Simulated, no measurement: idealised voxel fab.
A process module follows: voxel trench capacitor.
230 nm wide, 5 nm square cells: that's cross-section cut.
Cross-section spec: square-cell grid; bands listed top down; each band is one or more rows.
Heads up on the band format: heights come first, top then bottom, in nm. After that it's the materials left to right, each with its width in nm. A single material flagged "throughout" fills the whole band edge to edge, and "blank" means there's empty space there.
Below 0: as-received wafer, all one material; heights counted from there. Lowest band: no bottom, goes on down, written "0 nm and below".
A two-number width, for instance "30 to 40", indicates that the width is equal to the first number in the top row of the band and to the second number in the bottom row, and that it changes by a constant amount per row of cells.
"nothing got changed", as given for a step, is the statement that not any cell of the cross-section underwent a change during that step.
"Sealed-off cavities": sealed empty spaces, 8 cells or more, no open way to top, listed width x height at distance, with distance from the left edge and width, height and distance in nm.
Post-settings text on a step line: simulator's own remark regarding the step.
The setting "overlay nm" may be written on the line of a step. When the step uses a mask, the value reports how far to the right of the planned place the mask lay, and a negative value reports that it lay to the left.

**The following list gives the planned process steps**
1: RECEIVE, material Si
2: CONFORMAL_DEP, material SiN, thk nm 10
3: MASKED_ETCH, tone open, mask id TRENCH, width nm 20, pitch nm 45, etch materials SiN, depth nm 10, overlay nm 0
4: MASKED_ETCH, tone open, mask id TRENCH, width nm 15, pitch nm 45, etch materials Si, depth nm 25, overlay nm 0
5: CONFORMAL_DEP, material SiO2, thk nm 5
6: FILL_DEP, material polySi, thk nm 10
7: CMP, height nm 10
Keep in mind the plan's value for the width nm of step 4 comes from the first wafer; the wafers don't share that setting, but they do share the same starting point.

**Cut through the first of several wafers as received, post step 1**
  0 nm and below | Si throughout
  Sealed-off cavities: none

**Wafer rows, end of module: cells per material gained (+) or lost (-) since receipt; closed voids last**
width nm 15 | -45 Si | +68 SiN | +48 SiO2 | +21 polySi | Sealed-off cavities: none
width nm 20 | -60 Si | +68 SiN | +48 SiO2 | +36 polySi | Sealed-off cavities: none
width nm 25 | -60 Si | +68 SiN | +48 SiO2 | +36 polySi | Sealed-off cavities: none
width nm 30 | -60 Si | +68 SiN | +48 SiO2 | +36 polySi | Sealed-off cavities: none
